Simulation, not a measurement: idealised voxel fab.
Herein follows the process module entitled voxel spacer lines.
280 nm wide, 5 nm square cells: that's cross-section cut.
The cross-sections in this document take the form of a grid made of square cells. They are written out as bands, in order from top to bottom. Each band consists of one or more rows of cells.
Basically the band line says how high the top is and how high the bottom is, in nm, and then what's in it from left to right, every material with its width in nm. Empty space shows up as "empty", and if a single material carries "edge to edge" it runs the full band edge to edge.
Height reference: 0 = level under which incoming wafer is all one material. Lowest band: no bottom, runs on downward, e.g. "z 0 and below".
Quick explanation for "30..40": the width changes in equal steps down the rows of cells, from the first number in the band's top row to the second number in its bottom row.
Key: "all unchanged" - step with no changed cell in the cross-section.
Entry "Listed closed voids" = empty spaces >= 8 cells with no open way to the top; each as width x height at distance, distance from left edge, all nm.
On each step's line, the part that comes after the settings is the simulator's own comment on the step.
The "overlay nm" setting may appear on a step's line; for a step that uses a mask, it gives how far to the right of its planned position the mask lay, and a negative value indicates the left.

## Planned process steps
step 1: RECEIVE: material Si
step 2: CONFORMAL_DEP: material Al2O3, thk nm 5
step 3: DIRECTIONAL_DEP: material SiN, thk nm 15
step 4: DIRECTIONAL_DEP: material polySi, thk nm 25
step 5: PATTERN: tone cover, mask id MANDREL, material resist, width nm 25, pitch nm 70, thk nm 30, overlay nm 0
step 6: DIRECTIONAL_ETCH: etch materials polySi, depth nm 25
step 7: STRIP: etch materials resist
step 8: CONFORMAL_DEP: material SiO2, thk nm 10
step 9: DIRECTIONAL_ETCH: etch materials SiO2, depth nm 10
step 10: STRIP: etch materials polySi
step 11: DIRECTIONAL_ETCH: etch materials SiN, depth nm 15
step 12: STRIP: etch materials SiO2

## As-received state of the wafer in cross-section, equivalent to post-step 1
z 0 and below | Si edge to edge
Listed closed voids: none

## Run as planned - first of the two wafers cross-sectioned at the end of the module
z 20 to 5 | 45 of empty, then 10 of SiN, then 25 of empty, then 10 of SiN, then 25 of empty, then 10 of SiN, then 25 of empty, then 10 of SiN, then 25 of empty, then 10 of SiN, then 25 of empty, then 10 of SiN, then 50 of empty
z 5 to 0 | Al2O3 edge to edge
z 0 and below | Si edge to edge
Listed closed voids: none

## Module end: cross-section of wafer two of two. Same start and process plan as the first wafer. One mistake during execution
z 15 to 0 | 45 of empty, then 10 of SiN, then 25 of empty, then 10 of SiN, then 25 of empty, then 10 of SiN, then 25 of empty, then 10 of SiN, then 25 of empty, then 10 of SiN, then 25 of empty, then 10 of SiN, then 50 of empty
z 0 and below | Si edge to edge
Listed closed voids: none
Short version of what went wrong: yeah, step 2 of the plan got skipped, never ran
Final cells, second wafer relative to first, materials higher or lower: 56 fewer of Al2O3
